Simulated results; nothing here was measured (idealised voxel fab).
Herein follows the process module entitled voxel plated lines.
The figure presents cross-section cut, which has a width of 185 nm and is divided into square cells with an edge length of 5 nm.
Heads up, the way a cross-section reads in here is a grid of square cells, handed over as bands from the top down, with every band being one or more rows of cells.
It is stipulated that each band's entry specify, in nanometres, the height of the top of the band and then that of its bottom, followed by the materials of the band in left-to-right sequence, each together with its width in nanometres. A single material marked by the word "throughout" is understood to fill the band from edge to edge; the word "blank" is understood to denote empty space.
Height is counted from the level 0, under which the received wafer is composed throughout of one material. The lowest of the bands is not closed at the bottom but continues downward, in the notation "0 -> down".
Note: "30->40" means the width goes from the first number (top row of the band) to the second number (bottom row) in equal steps per row of cells.
Reading "nothing got changed" for a step: not a cell of the cross-section changed in it.
The label "Enclosed cavity list" introduces a list of the empty spaces, 8 cells or larger, that have no open way up to the top; each entry in it reads width x height at distance, where the distance is taken from the left edge and all three are stated in nm.
Past the settings on a step's line: simulator remark, on that step.
Steps that use a mask can have "overlay nm" on their line. It says how far the mask sat to the right of where it was meant to be. Negative means to the left.
**Steps in the process plan**
1. op RECEIVE | material Si
2. op CONFORMAL_DEP | material Al2O3 | thk nm 15
3. op DIRECTIONAL_DEP | material TiN | thk nm 5
4. op PATTERN | tone open | mask id LINES | material resist | width nm 20 | pitch nm 35 | thk nm 15 | overlay nm 0
5. op EPI | material Ru | thk nm 5
6. op STRIP | etch materials resist
7. op DIRECTIONAL_ETCH | etch materials TiN | depth nm 5
8. op CONFORMAL_DEP | material SiO2 | thk nm 5
**Wafer as received: cross-section following step 1**
    0 -> down: Si throughout
    Enclosed cavity list: none
**End state of the module in cross-section, given the above starting point and plan and one mistake in execution**
    30 -> 25: blank 40  TiN 30  blank 5  TiN 30  blank 5  TiN 30  blank 45
    25 -> 20: blank 40  TiN 5  Ru 20  TiN 5  blank 5  TiN 5  Ru 20  TiN 5  blank 5  TiN 5  Ru 20  TiN 5  blank 45
    20 -> 15: TiN throughout
    15 -> 0: Al2O3 throughout
    0 -> down: Si throughout
    Enclosed cavity list: none
Deviation from plan: step 8 was processed under conditions differing from the plan, specifically as op CONFORMAL_DEP | material TiN | thk nm 5
